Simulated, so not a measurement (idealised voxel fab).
The following is a process module called voxel transistor to metal.
This is section cut - it's 280 nm across, gridded in 5 nm square cells.
Heads up, the way a cross-section reads in here is a grid of square cells, handed over as bands from the top down, with every band being one or more rows of cells.
Read a band's entry like this: the first values are the height of its top and the height of its bottom in nm, and what follows is the sequence of materials from left to right, each with its width in nm. Note that "blank" is empty space, and that a single material marked "throughout" reaches across the band from edge to edge.
Counting heights begins at 0, where everything beneath is, in the wafer as received, one material. The lowest band has no bottom; it goes on downwards, as "top 0, no bottom" shows.
A two-number width, for instance "30->40", indicates that the width is equal to the first number in the top row of the band and to the second number in the bottom row, and that it changes by a constant amount per row of cells.
The designation "left unchanged", where it is given for a processing step, indicates that no cell of the cross-section was altered in the course of that step.
Under "Fully sealed cavities" you'll find the enclosed gaps, the ones with no way out to the top, that are 8 cells or bigger; each reads width x height at distance, with distance counted from the left edge, everything in nm.
Note: text after step settings on the step line = simulator remark on that step.
overlay nm: on a step with a mask, how far right of its planned place the mask lay; negative means left.
If you're wondering how to read the rest of this, here's the deal. It's pairs of cross-sections: one from before a process step, one from after it. The after one is only drawn as far down as the lowest band that changed. Right under each pair you'll see which step sits between them and what its settings were. Don't read the pairs as one continuous story, though. They can come from different runs of this module on the same starting wafer, and a pair only carries on from the one above it where its entry headed "Pre-step snapshot" says so.

Pre-step snapshot:
top 75, bottom 65  35 of blank / 15 of aC / 50 of blank / 15 of aC / 45 of blank / 15 of aC / 50 of blank / 15 of aC / 40 of blank
top 65, bottom 50  35 of blank / 15 of Ru / 50 of blank / 15 of Ru / 45 of blank / 15 of Ru / 50 of blank / 15 of Ru / 40 of blank
top 50, bottom 45  TiN throughout
top 45, bottom 35  35 of SiO2 / 5 of TiN / 15 of Ru / 5 of TiN / 30 of SiO2 / 5 of TiN / 15 of Ru / 5 of TiN / 45 of SiO2 / 5 of TiN / 15 of Ru / 5 of TiN / 30 of SiO2 / 5 of TiN / 15 of Ru / 5 of TiN / 40 of SiO2
top 35, bottom 30  35 of SiO2 / 5 of TiN / 5 of Ru / 15 of TiN / 30 of SiO2 / 15 of TiN / 5 of Ru / 5 of TiN / 45 of SiO2 / 5 of TiN / 5 of Ru / 15 of TiN / 30 of SiO2 / 15 of TiN / 5 of Ru / 5 of TiN / 40 of SiO2
top 30, bottom 15  35 of SiO2 / 5 of TiN / 5 of Ru / 5 of TiN / 10 of SiN / 5 of SiO2 / 20 of SiCN / 5 of SiO2 / 10 of SiN / 5 of TiN / 5 of Ru / 5 of TiN / 45 of SiO2 / 5 of TiN / 5 of Ru / 5 of TiN / 10 of SiN / 5 of SiO2 / 20 of SiCN / 5 of SiO2 / 10 of SiN / 5 of TiN / 5 of Ru / 5 of TiN / 40 of SiO2
top 15, bottom 5  35 of SiO2 / 5 of TiN / 5 of Ru / 5 of TiN / 10 of SiN / 5 of SiO2 / 20 of polySi / 5 of SiO2 / 10 of SiN / 5 of TiN / 5 of Ru / 5 of TiN / 45 of SiO2 / 5 of TiN / 5 of Ru / 5 of TiN / 10 of SiN / 5 of SiO2 / 20 of polySi / 5 of SiO2 / 10 of SiN / 5 of TiN / 5 of Ru / 5 of TiN / 40 of SiO2
top 5, bottom 0  35 of SiO2 / 15 of TiN / 10 of SiN / 5 of SiO2 / 20 of polySi / 5 of SiO2 / 10 of SiN / 15 of TiN / 45 of SiO2 / 15 of TiN / 10 of SiN / 5 of SiO2 / 20 of polySi / 5 of SiO2 / 10 of SiN / 15 of TiN / 40 of SiO2
top 0, bottom -5  35 of SiO2 / 5 of TiN / 10 of SiGe / 10 of SiN / 5 of SiO2 / 20 of polySi / 5 of SiO2 / 10 of SiN / 10 of SiGe / 5 of TiN / 45 of SiO2 / 5 of TiN / 10 of SiGe / 10 of SiN / 5 of SiO2 / 20 of polySi / 5 of SiO2 / 10 of SiN / 10 of SiGe / 5 of TiN / 40 of SiO2
top -5, bottom -10  25 of SiO2 / 25 of SiGe / 50 of SiO2 / 25 of SiGe / 25 of SiO2 / 25 of SiGe / 50 of SiO2 / 25 of SiGe / 30 of SiO2
top -10, bottom -15  30 of SiO2 / 20 of SiGe / 50 of Si / 20 of SiGe / 35 of SiO2 / 20 of SiGe / 50 of Si / 20 of SiGe / 35 of SiO2
top -15, bottom -45  30 of SiO2 / 90 of Si / 35 of SiO2 / 90 of Si / 35 of SiO2
top -45, no bottom  Si throughout
Fully sealed cavities: none

Post-Step Cross-Section:
top 75, bottom 65  35 of blank / 15 of aC / 50 of blank / 15 of aC / 45 of blank / 15 of aC / 50 of blank / 15 of aC / 40 of blank
top 65, bottom 50  35 of blank / 15 of Ru / 50 of blank / 15 of Ru / 45 of blank / 15 of Ru / 50 of blank / 15 of Ru / 40 of blank
top 50, bottom 45  35 of blank / 15 of TiN / 50 of blank / 15 of TiN / 45 of blank / 15 of TiN / 50 of blank / 15 of TiN / 40 of blank
Unchanged below 45.
Fully sealed cavities: none
The cross-sections above show the structure before and after this step: DIRECTIONAL_ETCH (etch materials TiN; depth nm 5)

Pre-step snapshot: This step starts from the configuration shown after the step in the pair immediately above.

Post-Step Cross-Section:
top 65, bottom 50  35 of blank / 15 of Ru / 50 of blank / 15 of Ru / 45 of blank / 15 of Ru / 50 of blank / 15 of Ru / 40 of blank
Unchanged below 50.
Fully sealed cavities: none
The cross-sections above show the structure before and after this step: STRIP (etch materials aC)

Pre-step snapshot: This step starts from the configuration shown after the step in the pair immediately above.

Post-Step Cross-Section:
top 70, bottom 65  30 of blank / 25 of SiCN / 40 of blank / 25 of SiCN / 35 of blank / 25 of SiCN / 40 of blank / 25 of SiCN / 35 of blank
top 65, bottom 50  30 of blank / 5 of SiCN / 15 of Ru / 5 of SiCN / 40 of blank / 5 of SiCN / 15 of Ru / 5 of SiCN / 35 of blank / 5 of SiCN / 15 of Ru / 5 of SiCN / 40 of blank / 5 of SiCN / 15 of Ru / 5 of SiCN / 35 of blank
top 50, bottom 45  35 of SiCN / 15 of TiN / 50 of SiCN / 15 of TiN / 45 of SiCN / 15 of TiN / 50 of SiCN / 15 of TiN / 40 of SiCN
Unchanged below 45.
Fully sealed cavities: none
The cross-sections above show the structure before and after this step: CONFORMAL_DEP (material SiCN; thk nm 5)

Pre-step snapshot: This step starts from the configuration shown after the step in the pair immediately above.

Post-Step Cross-Section:
top 80, bottom 70  lowk throughout
top 70, bottom 65  30 of lowk / 25 of SiCN / 40 of lowk / 25 of SiCN / 35 of lowk / 25 of SiCN / 40 of lowk / 25 of SiCN / 35 of lowk
top 65, bottom 50  30 of lowk / 5 of SiCN / 15 of Ru / 5 of SiCN / 40 of lowk / 5 of SiCN / 15 of Ru / 5 of SiCN / 35 of lowk / 5 of SiCN / 15 of Ru / 5 of SiCN / 40 of lowk / 5 of SiCN / 15 of Ru / 5 of SiCN / 35 of lowk
Unchanged below 50.
Fully sealed cavities: none
The cross-sections above show the structure before and after this step: FILL_DEP (material lowk; thk nm 10)

Pre-step snapshot: This step starts from the configuration shown after the step in the pair immediately above.

Post-Step Cross-Section:
top 65, bottom 50  30 of lowk / 5 of SiCN / 15 of Ru / 5 of SiCN / 40 of lowk / 5 of SiCN / 15 of Ru / 5 of SiCN / 35 of lowk / 5 of SiCN / 15 of Ru / 5 of SiCN / 40 of lowk / 5 of SiCN / 15 of Ru / 5 of SiCN / 35 of lowk
Unchanged below 50.
Fully sealed cavities: none
The cross-sections above show the structure before and after this step: CMP (height nm 65)

Pre-step snapshot: This step starts from the configuration shown after the step in the pair immediately above.

Post-Step Cross-Section:
top 70, bottom 65  SiN throughout
Unchanged below 65.
Fully sealed cavities: none
The cross-sections above show the structure before and after this step: CONFORMAL_DEP (material SiN; thk nm 5)

Pre-step snapshot:
top 80, bottom 70  lowk throughout
top 70, bottom 65  30 of lowk / 25 of SiCN / 40 of lowk / 25 of SiCN / 35 of lowk / 25 of SiCN / 40 of lowk / 25 of SiCN / 35 of lowk
top 65, bottom 50  30 of lowk / 5 of SiCN / 15 of Ru / 5 of SiCN / 40 of lowk / 5 of SiCN / 15 of Ru / 5 of SiCN / 35 of lowk / 5 of SiCN / 15 of Ru / 5 of SiCN / 40 of lowk / 5 of SiCN / 15 of Ru / 5 of SiCN / 35 of lowk
top 50, bottom 45  35 of SiCN / 15 of TiN / 50 of SiCN / 15 of TiN / 45 of SiCN / 15 of TiN / 50 of SiCN / 15 of TiN / 40 of SiCN
top 45, bottom 35  35 of SiO2 / 5 of TiN / 15 of Ru / 5 of TiN / 30 of SiO2 / 5 of TiN / 15 of Ru / 5 of TiN / 45 of SiO2 / 5 of TiN / 15 of Ru / 5 of TiN / 30 of SiO2 / 5 of TiN / 15 of Ru / 5 of TiN / 40 of SiO2
top 35, bottom 30  35 of SiO2 / 5 of TiN / 5 of Ru / 15 of TiN / 30 of SiO2 / 15 of TiN / 5 of Ru / 5 of TiN / 45 of SiO2 / 5 of TiN / 5 of Ru / 15 of TiN / 30 of SiO2 / 15 of TiN / 5 of Ru / 5 of TiN / 40 of SiO2
top 30, bottom 15  35 of SiO2 / 5 of TiN / 5 of Ru / 5 of TiN / 10 of SiN / 5 of SiO2 / 20 of SiCN / 5 of SiO2 / 10 of SiN / 5 of TiN / 5 of Ru / 5 of TiN / 45 of SiO2 / 5 of TiN / 5 of Ru / 5 of TiN / 10 of SiN / 5 of SiO2 / 20 of SiCN / 5 of SiO2 / 10 of SiN / 5 of TiN / 5 of Ru / 5 of TiN / 40 of SiO2
top 15, bottom 5  35 of SiO2 / 5 of TiN / 5 of Ru / 5 of TiN / 10 of SiN / 5 of SiO2 / 20 of polySi / 5 of SiO2 / 10 of SiN / 5 of TiN / 5 of Ru / 5 of TiN / 45 of SiO2 / 5 of TiN / 5 of Ru / 5 of TiN / 10 of SiN / 5 of SiO2 / 20 of polySi / 5 of SiO2 / 10 of SiN / 5 of TiN / 5 of Ru / 5 of TiN / 40 of SiO2
top 5, bottom 0  35 of SiO2 / 15 of TiN / 10 of SiN / 5 of SiO2 / 20 of polySi / 5 of SiO2 / 10 of SiN / 15 of TiN / 45 of SiO2 / 15 of TiN / 10 of SiN / 5 of SiO2 / 20 of polySi / 5 of SiO2 / 10 of SiN / 15 of TiN / 40 of SiO2
top 0, bottom -5  35 of SiO2 / 5 of TiN / 10 of SiGe / 10 of SiN / 5 of SiO2 / 20 of polySi / 5 of SiO2 / 10 of SiN / 10 of SiGe / 5 of TiN / 45 of SiO2 / 5 of TiN / 10 of SiGe / 10 of SiN / 5 of SiO2 / 20 of polySi / 5 of SiO2 / 10 of SiN / 10 of SiGe / 5 of TiN / 40 of SiO2
top -5, bottom -10  25 of SiO2 / 25 of SiGe / 50 of SiO2 / 25 of SiGe / 25 of SiO2 / 25 of SiGe / 50 of SiO2 / 25 of SiGe / 30 of SiO2
top -10, bottom -15  30 of SiO2 / 20 of SiGe / 50 of Si / 20 of SiGe / 35 of SiO2 / 20 of SiGe / 50 of Si / 20 of SiGe / 35 of SiO2
top -15, bottom -45  30 of SiO2 / 90 of Si / 35 of SiO2 / 90 of Si / 35 of SiO2
top -45, no bottom  Si throughout
Fully sealed cavities: none

Post-Step Cross-Section:
top 85, bottom 80  SiN throughout
Unchanged below 80.
Fully sealed cavities: none
The cross-sections above show the structure before and after this step: CONFORMAL_DEP (material SiN; thk nm 5)

Pre-step snapshot:
top 25, bottom 15  25 of blank / 100 of aC / 25 of blank / 100 of aC / 30 of blank
top 15, bottom 0  25 of blank / 100 of SiN / 25 of blank / 100 of SiN / 30 of blank
top 0, bottom -5  25 of blank / 100 of SiO2 / 25 of blank / 100 of SiO2 / 30 of blank
top -5, bottom -40  25 of blank / 100 of Si / 25 of blank / 100 of Si / 30 of blank
top -40, no bottom  Si throughout
Fully sealed cavities: none

Post-Step Cross-Section:
top 25, bottom 15  25 of blank / 100 of aC / 25 of blank / 100 of aC / 30 of blank
top 15, bottom 0  25 of blank / 100 of SiN / 25 of blank / 100 of SiN / 30 of blank
top 0, bottom -5  25 of blank / 100 of SiO2 / 25 of blank / 100 of SiO2 / 30 of blank
top -5, bottom -75  25 of blank / 100 of Si / 25 of blank / 100 of Si / 30 of blank
Unchanged below -75.
Fully sealed cavities: none
The cross-sections above show the structure before and after this step: DIRECTIONAL_ETCH (etch materials Si; depth nm 35)

Pre-step snapshot: This step starts from the configuration shown after the step in the pair immediately above.

Post-Step Cross-Section:
top 15, bottom 0  25 of blank / 100 of SiN / 25 of blank / 100 of SiN / 30 of blank
Unchanged below 0.
Fully sealed cavities: none
The cross-sections above show the structure before and after this step: STRIP (etch materials aC)

Pre-step snapshot: This step starts from the configuration shown after the step in the pair immediately above.

Post-Step Cross-Section:
top 15, bottom 0  25 of blank / 100 of SiN / 25 of blank / 100 of SiN / 30 of blank
top 0, bottom -5  25 of blank / 100 of SiO2 / 25 of blank / 100 of SiO2 / 30 of blank
top -5, bottom -75  25 of blank / 5 of SiO2 / 90 of Si / 5 of SiO2 / 25 of blank / 5 of SiO2 / 90 of Si / 5 of SiO2 / 30 of blank
top -75, bottom -80  30 of SiO2 / 90 of Si / 35 of SiO2 / 90 of Si / 35 of SiO2
Unchanged below -80.
Fully sealed cavities: none
The cross-sections above show the structure before and after this step: OXIDIZE (depth nm 5)

Pre-step snapshot: This step starts from the configuration shown after the step in the pair immediately above.

Post-Step Cross-Section:
top 20, bottom 15  SiO2 throughout
top 15, bottom 0  25 of SiO2 / 100 of SiN / 25 of SiO2 / 100 of SiN / 30 of SiO2
top 0, bottom -5  SiO2 throughout
top -5, bottom -80  30 of SiO2 / 90 of Si / 35 of SiO2 / 90 of Si / 35 of SiO2
Unchanged below -80.
Fully sealed cavities: none
The cross-sections above show the structure before and after this step: FILL_DEP (material SiO2; thk nm 5)

Pre-step snapshot: This step starts from the configuration shown after the step in the pair immediately above.

Post-Step Cross-Section:
top 15, bottom 0  25 of SiO2 / 100 of SiN / 25 of SiO2 / 100 of SiN / 30 of SiO2
Unchanged below 0.
Fully sealed cavities: none
The cross-sections above show the structure before and after this step: CMP (height nm 15)

Pre-step snapshot: This step starts from the configuration shown after the step in the pair immediately above.

Post-Step Cross-Section:
top 15, bottom 0  25 of blank / 100 of SiN / 25 of blank / 100 of SiN / 30 of blank
Unchanged below 0.
Fully sealed cavities: none
The cross-sections above show the structure before and after this step: SELECTIVE_ETCH (etch materials SiO2; depth nm 15)

Pre-step snapshot: This step starts from the configuration shown after the step in the pair immediately above.

Post-Step Cross-Section:
top 0, bottom -5  SiO2 throughout
Unchanged below -5.
Fully sealed cavities: none
The cross-sections above show the structure before and after this step: STRIP (etch materials SiN)

Pre-step snapshot: This step starts from the configuration shown after the step in the pair immediately above.

Post-Step Cross-Section:
top -5, bottom -80  30 of SiO2 / 90 of Si / 35 of SiO2 / 90 of Si / 35 of SiO2
Unchanged below -80.
Fully sealed cavities: none
The cross-sections above show the structure before and after this step: SELECTIVE_ETCH (etch materials SiO2; depth nm 5)

Pre-step snapshot: This step starts from the configuration shown after the step in the pair immediately above.

Post-Step Cross-Section:
top -5, bottom -10  SiO2 throughout
Unchanged below -10.
Fully sealed cavities: none
The cross-sections above show the structure before and after this step: OXIDIZE (depth nm 5)

Pre-step snapshot: This step starts from the configuration shown after the step in the pair immediately above.

Post-Step Cross-Section:
top 15, bottom -5  polySi throughout
Unchanged below -5.
Fully sealed cavities: none
The cross-sections above show the structure before and after this step: DIRECTIONAL_DEP (material polySi; thk nm 20)

Pre-step snapshot: This step starts from the configuration shown after the step in the pair immediately above.

Post-Step Cross-Section:
top 30, bottom 15  SiCN throughout
Unchanged below 15.
Fully sealed cavities: none
The cross-sections above show the structure before and after this step: DIRECTIONAL_DEP (material SiCN; thk nm 15)

Pre-step snapshot: This step starts from the configuration shown after the step in the pair immediately above.

Post-Step Cross-Section:
top 40, bottom 30  aC throughout
Unchanged below 30.
Fully sealed cavities: none
The cross-sections above show the structure before and after this step: DIRECTIONAL_DEP (material aC; thk nm 10)

Pre-step snapshot: This step starts from the configuration shown after the step in the pair immediately above.

Post-Step Cross-Section:
top 70, bottom 40  65 of blank / 20 of resist / 105 of blank / 20 of resist / 70 of blank
Unchanged below 40.
Fully sealed cavities: none
The cross-sections above show the structure before and after this step: PATTERN (tone cover; mask id GATE; material resist; width nm 20; pitch nm 125; thk nm 30; overlay nm 0)

Pre-step snapshot: This step starts from the configuration shown after the step in the pair immediately above.

Post-Step Cross-Section:
top 60, bottom 40  65 of blank / 20 of resist / 105 of blank / 20 of resist / 70 of blank
top 40, bottom 30  65 of blank / 20 of aC / 105 of blank / 20 of aC / 70 of blank
Unchanged below 30.
Fully sealed cavities: none
The cross-sections above show the structure before and after this step: DIRECTIONAL_ETCH (etch materials aC; depth nm 10)

Pre-step snapshot: This step starts from the configuration shown after the step in the pair immediately above.

Post-Step Cross-Section:
top 40, bottom 30  65 of blank / 20 of aC / 105 of blank / 20 of aC / 70 of blank
Unchanged below 30.
Fully sealed cavities: none
The cross-sections above show the structure before and after this step: STRIP (etch materials resist)

Pre-step snapshot: This step starts from the configuration shown after the step in the pair immediately above.

Post-Step Cross-Section:
top 40, bottom 30  65 of blank / 20 of aC / 105 of blank / 20 of aC / 70 of blank
top 30, bottom 15  65 of blank / 20 of SiCN / 105 of blank / 20 of SiCN / 70 of blank
Unchanged below 15.
Fully sealed cavities: none
The cross-sections above show the structure before and after this step: DIRECTIONAL_ETCH (etch materials SiCN; depth nm 25)

Pre-step snapshot: This step starts from the configuration shown after the step in the pair immediately above.

Post-Step Cross-Section:
top 40, bottom 30  65 of blank / 20 of aC / 105 of blank / 20 of aC / 70 of blank
top 30, bottom 15  65 of blank / 20 of SiCN / 105 of blank / 20 of SiCN / 70 of blank
top 15, bottom -5  65 of blank / 20 of polySi / 105 of blank / 20 of polySi / 70 of blank
Unchanged below -5.
Fully sealed cavities: none
The cross-sections above show the structure before and after this step: DIRECTIONAL_ETCH (etch materials polySi; depth nm 30)

Pre-step snapshot: This step starts from the configuration shown after the step in the pair immediately above.

Post-Step Cross-Section:
top 30, bottom 15  65 of blank / 20 of SiCN / 105 of blank / 20 of SiCN / 70 of blank
Unchanged below 15.
Fully sealed cavities: none
The cross-sections above show the structure before and after this step: STRIP (etch materials aC)

Pre-step snapshot: This step starts from the configuration shown after the step in the pair immediately above.

Post-Step Cross-Section:
top 35, bottom 30  60 of blank / 30 of SiO2 / 95 of blank / 30 of SiO2 / 65 of blank
top 30, bottom 15  60 of blank / 5 of SiO2 / 20 of SiCN / 5 of SiO2 / 95 of blank / 5 of SiO2 / 20 of SiCN / 5 of SiO2 / 65 of blank
top 15, bottom 0  60 of blank / 5 of SiO2 / 20 of polySi / 5 of SiO2 / 95 of blank / 5 of SiO2 / 20 of polySi / 5 of SiO2 / 65 of blank
top 0, bottom -5  65 of SiO2 / 20 of polySi / 105 of SiO2 / 20 of polySi / 70 of SiO2
Unchanged below -5.
Fully sealed cavities: none
The cross-sections above show the structure before and after this step: CONFORMAL_DEP (material SiO2; thk nm 5)

Pre-step snapshot: This step starts from the configuration shown after the step in the pair immediately above.

Post-Step Cross-Section:
top 30, bottom 15  60 of blank / 5 of SiO2 / 20 of SiCN / 5 of SiO2 / 95 of blank / 5 of SiO2 / 20 of SiCN / 5 of SiO2 / 65 of blank
top 15, bottom -5  60 of blank / 5 of SiO2 / 20 of polySi / 5 of SiO2 / 95 of blank / 5 of SiO2 / 20 of polySi / 5 of SiO2 / 65 of blank
Unchanged below -5.
Fully sealed cavities: none
The cross-sections above show the structure before and after this step: DIRECTIONAL_ETCH (etch materials SiO2; depth nm 5)

Pre-step snapshot: This step starts from the configuration shown after the step in the pair immediately above.

Post-Step Cross-Section:
top 40, bottom 30  50 of blank / 50 of SiN / 75 of blank / 50 of SiN / 55 of blank
top 30, bottom 15  50 of blank / 10 of SiN / 5 of SiO2 / 20 of SiCN / 5 of SiO2 / 10 of SiN / 75 of blank / 10 of SiN / 5 of SiO2 / 20 of SiCN / 5 of SiO2 / 10 of SiN / 55 of blank
top 15, bottom 5  50 of blank / 10 of SiN / 5 of SiO2 / 20 of polySi / 5 of SiO2 / 10 of SiN / 75 of blank / 10 of SiN / 5 of SiO2 / 20 of polySi / 5 of SiO2 / 10 of SiN / 55 of blank
top 5, bottom -5  60 of SiN / 5 of SiO2 / 20 of polySi / 5 of SiO2 / 95 of SiN / 5 of SiO2 / 20 of polySi / 5 of SiO2 / 65 of SiN
Unchanged below -5.
Fully sealed cavities: none
The cross-sections above show the structure before and after this step: CONFORMAL_DEP (material SiN; thk nm 10)

Pre-step snapshot: This step starts from the configuration shown after the step in the pair immediately above.

Post-Step Cross-Section:
top 30, bottom 15  50 of blank / 10 of SiN / 5 of SiO2 / 20 of SiCN / 5 of SiO2 / 10 of SiN / 75 of blank / 10 of SiN / 5 of SiO2 / 20 of SiCN / 5 of SiO2 / 10 of SiN / 55 of blank
top 15, bottom -5  50 of blank / 10 of SiN / 5 of SiO2 / 20 of polySi / 5 of SiO2 / 10 of SiN / 75 of blank / 10 of SiN / 5 of SiO2 / 20 of polySi / 5 of SiO2 / 10 of SiN / 55 of blank
Unchanged below -5.
Fully sealed cavities: none
The cross-sections above show the structure before and after this step: DIRECTIONAL_ETCH (etch materials SiN; depth nm 10)

Pre-step snapshot: This step starts from the configuration shown after the step in the pair immediately above.

Post-Step Cross-Section:
top 30, bottom 25  50 of blank / 10 of SiN / 5 of blank / 20 of SiCN / 5 of blank / 10 of SiN / 75 of blank / 10 of SiN / 5 of blank / 20 of SiCN / 5 of blank / 10 of SiN / 55 of blank
top 25, bottom 15  50 of blank / 10 of SiN / 5 of SiO2 / 20 of SiCN / 5 of SiO2 / 10 of SiN / 75 of blank / 10 of SiN / 5 of SiO2 / 20 of SiCN / 5 of SiO2 / 10 of SiN / 55 of blank
top 15, bottom -5  50 of blank / 10 of SiN / 5 of SiO2 / 20 of polySi / 5 of SiO2 / 10 of SiN / 75 of blank / 10 of SiN / 5 of SiO2 / 20 of polySi / 5 of SiO2 / 10 of SiN / 55 of blank
top -5, bottom -10  50 of blank / 50 of SiO2 / 75 of blank / 50 of SiO2 / 55 of blank
Unchanged below -10.
Fully sealed cavities: none
The cross-sections above show the structure before and after this step: DIRECTIONAL_ETCH (etch materials SiO2; depth nm 5)

Pre-step snapshot: This step starts from the configuration shown after the step in the pair immediately above.

Post-Step Cross-Section:
top 30, bottom 25  50 of blank / 10 of SiN / 5 of blank / 20 of SiCN / 5 of blank / 10 of SiN / 75 of blank / 10 of SiN / 5 of blank / 20 of SiCN / 5 of blank / 10 of SiN / 55 of blank
top 25, bottom 15  50 of blank / 10 of SiN / 5 of SiO2 / 20 of SiCN / 5 of SiO2 / 10 of SiN / 75 of blank / 10 of SiN / 5 of SiO2 / 20 of SiCN / 5 of SiO2 / 10 of SiN / 55 of blank
top 15, bottom -5  50 of blank / 10 of SiN / 5 of SiO2 / 20 of polySi / 5 of SiO2 / 10 of SiN / 75 of blank / 10 of SiN / 5 of SiO2 / 20 of polySi / 5 of SiO2 / 10 of SiN / 55 of blank
top -5, bottom -10  50 of blank / 50 of SiO2 / 75 of blank / 50 of SiO2 / 55 of blank
top -10, bottom -15  30 of SiO2 / 20 of blank / 50 of Si / 20 of blank / 35 of SiO2 / 20 of blank / 50 of Si / 20 of blank / 35 of SiO2
Unchanged below -15.
Fully sealed cavities: none
The cross-sections above show the structure before and after this step: DIRECTIONAL_ETCH (etch materials Si; depth nm 5)

Pre-step snapshot: This step starts from the configuration shown after the step in the pair immediately above.

Post-Step Cross-Section:
top 30, bottom 25  50 of blank / 10 of SiN / 5 of blank / 20 of SiCN / 5 of blank / 10 of SiN / 75 of blank / 10 of SiN / 5 of blank / 20 of SiCN / 5 of blank / 10 of SiN / 55 of blank
top 25, bottom 15  50 of blank / 10 of SiN / 5 of SiO2 / 20 of SiCN / 5 of SiO2 / 10 of SiN / 75 of blank / 10 of SiN / 5 of SiO2 / 20 of SiCN / 5 of SiO2 / 10 of SiN / 55 of blank
top 15, bottom 0  50 of blank / 10 of SiN / 5 of SiO2 / 20 of polySi / 5 of SiO2 / 10 of SiN / 75 of blank / 10 of SiN / 5 of SiO2 / 20 of polySi / 5 of SiO2 / 10 of SiN / 55 of blank
top 0, bottom -5  40 of blank / 10 of SiGe / 10 of SiN / 5 of SiO2 / 20 of polySi / 5 of SiO2 / 10 of SiN / 10 of SiGe / 55 of blank / 10 of SiGe / 10 of SiN / 5 of SiO2 / 20 of polySi / 5 of SiO2 / 10 of SiN / 10 of SiGe / 45 of blank
top -5, bottom -10  25 of blank / 25 of SiGe / 50 of SiO2 / 25 of SiGe / 25 of blank / 25 of SiGe / 50 of SiO2 / 25 of SiGe / 30 of blank
top -10, bottom -15  30 of SiO2 / 20 of SiGe / 50 of Si / 20 of SiGe / 35 of SiO2 / 20 of SiGe / 50 of Si / 20 of SiGe / 35 of SiO2
Unchanged below -15.
Fully sealed cavities: none
The cross-sections above show the structure before and after this step: EPI (material SiGe; thk nm 10)

Pre-step snapshot: This step starts from the configuration shown after the step in the pair immediately above.

Post-Step Cross-Section:
top 40, bottom 30  SiO2 throughout
top 30, bottom 15  50 of SiO2 / 10 of SiN / 5 of SiO2 / 20 of SiCN / 5 of SiO2 / 10 of SiN / 75 of SiO2 / 10 of SiN / 5 of SiO2 / 20 of SiCN / 5 of SiO2 / 10 of SiN / 55 of SiO2
top 15, bottom 0  50 of SiO2 / 10 of SiN / 5 of SiO2 / 20 of polySi / 5 of SiO2 / 10 of SiN / 75 of SiO2 / 10 of SiN / 5 of SiO2 / 20 of polySi / 5 of SiO2 / 10 of SiN / 55 of SiO2
top 0, bottom -5  40 of SiO2 / 10 of SiGe / 10 of SiN / 5 of SiO2 / 20 of polySi / 5 of SiO2 / 10 of SiN / 10 of SiGe / 55 of SiO2 / 10 of SiGe / 10 of SiN / 5 of SiO2 / 20 of polySi / 5 of SiO2 / 10 of SiN / 10 of SiGe / 45 of SiO2
top -5, bottom -10  25 of SiO2 / 25 of SiGe / 50 of SiO2 / 25 of SiGe / 25 of SiO2 / 25 of SiGe / 50 of SiO2 / 25 of SiGe / 30 of SiO2
Unchanged below -10.
Fully sealed cavities: none
The cross-sections above show the structure before and after this step: FILL_DEP (material SiO2; thk nm 10)

Pre-step snapshot: This step starts from the configuration shown after the step in the pair immediately above.

Post-Step Cross-Section:
top 30, bottom 15  50 of SiO2 / 10 of SiN / 5 of SiO2 / 20 of SiCN / 5 of SiO2 / 10 of SiN / 75 of SiO2 / 10 of SiN / 5 of SiO2 / 20 of SiCN / 5 of SiO2 / 10 of SiN / 55 of SiO2
Unchanged below 15.
Fully sealed cavities: none
The cross-sections above show the structure before and after this step: CMP (height nm 30)

Pre-step snapshot: This step starts from the configuration shown after the step in the pair immediately above.

Post-Step Cross-Section:
top 45, bottom 30  SiO2 throughout
Unchanged below 30.
Fully sealed cavities: none
The cross-sections above show the structure before and after this step: DIRECTIONAL_DEP (material SiO2; thk nm 15)

Pre-step snapshot: This step starts from the configuration shown after the step in the pair immediately above.

Post-Step Cross-Section:
top 60, bottom 45  aC throughout
Unchanged below 45.
Fully sealed cavities: none
The cross-sections above show the structure before and after this step: DIRECTIONAL_DEP (material aC; thk nm 15)

Pre-step snapshot: This step starts from the configuration shown after the step in the pair immediately above.

Post-Step Cross-Section:
top 95, bottom 60  35 of resist / 25 of blank / 30 of resist / 25 of blank / 45 of resist / 25 of blank / 30 of resist / 25 of blank / 40 of resist
Unchanged below 60.
Fully sealed cavities: none
The cross-sections above show the structure before and after this step: PATTERN (tone open; mask id CONTACT; material resist; width nm 25; thk nm 35; overlay nm 0)

Pre-step snapshot: This step starts from the configuration shown after the step in the pair immediately above.

Post-Step Cross-Section:
top 80, bottom 60  35 of resist / 25 of blank / 30 of resist / 25 of blank / 45 of resist / 25 of blank / 30 of resist / 25 of blank / 40 of resist
top 60, bottom 45  35 of aC / 25 of blank / 30 of aC / 25 of blank / 45 of aC / 25 of blank / 30 of aC / 25 of blank / 40 of aC
Unchanged below 45.
Fully sealed cavities: none
The cross-sections above show the structure before and after this step: DIRECTIONAL_ETCH (etch materials aC; depth nm 15)

Pre-step snapshot: This step starts from the configuration shown after the step in the pair immediately above.

Post-Step Cross-Section:
top 60, bottom 45  35 of aC / 25 of blank / 30 of aC / 25 of blank / 45 of aC / 25 of blank / 30 of aC / 25 of blank / 40 of aC
Unchanged below 45.
Fully sealed cavities: none
The cross-sections above show the structure before and after this step: STRIP (etch materials resist)

Pre-step snapshot: This step starts from the configuration shown after the step in the pair immediately above.

Post-Step Cross-Section:
top 60, bottom 45  35 of aC / 25 of blank / 30 of aC / 25 of blank / 45 of aC / 25 of blank / 30 of aC / 25 of blank / 40 of aC
top 45, bottom 30  35 of SiO2 / 25 of blank / 30 of SiO2 / 25 of blank / 45 of SiO2 / 25 of blank / 30 of SiO2 / 25 of blank / 40 of SiO2
top 30, bottom 15  35 of SiO2 / 15 of blank / 10 of SiN / 5 of SiO2 / 20 of SiCN / 5 of SiO2 / 10 of SiN / 15 of blank / 45 of SiO2 / 15 of blank / 10 of SiN / 5 of SiO2 / 20 of SiCN / 5 of SiO2 / 10 of SiN / 15 of blank / 40 of SiO2
top 15, bottom 0  35 of SiO2 / 15 of blank / 10 of SiN / 5 of SiO2 / 20 of polySi / 5 of SiO2 / 10 of SiN / 15 of blank / 45 of SiO2 / 15 of blank / 10 of SiN / 5 of SiO2 / 20 of polySi / 5 of SiO2 / 10 of SiN / 15 of blank / 40 of SiO2
top 0, bottom -5  35 of SiO2 / 5 of blank / 10 of SiGe / 10 of SiN / 5 of SiO2 / 20 of polySi / 5 of SiO2 / 10 of SiN / 10 of SiGe / 5 of blank / 45 of SiO2 / 5 of blank / 10 of SiGe / 10 of SiN / 5 of SiO2 / 20 of polySi / 5 of SiO2 / 10 of SiN / 10 of SiGe / 5 of blank / 40 of SiO2
Unchanged below -5.
Fully sealed cavities: none
The cross-sections above show the structure before and after this step: DIRECTIONAL_ETCH (etch materials SiO2; depth nm 50)

Pre-step snapshot: This step starts from the configuration shown after the step in the pair immediately above.

Post-Step Cross-Section:
top 45, bottom 30  35 of SiO2 / 25 of blank / 30 of SiO2 / 25 of blank / 45 of SiO2 / 25 of blank / 30 of SiO2 / 25 of blank / 40 of SiO2
Unchanged below 30.
Fully sealed cavities: none
The cross-sections above show the structure before and after this step: STRIP (etch materials aC)
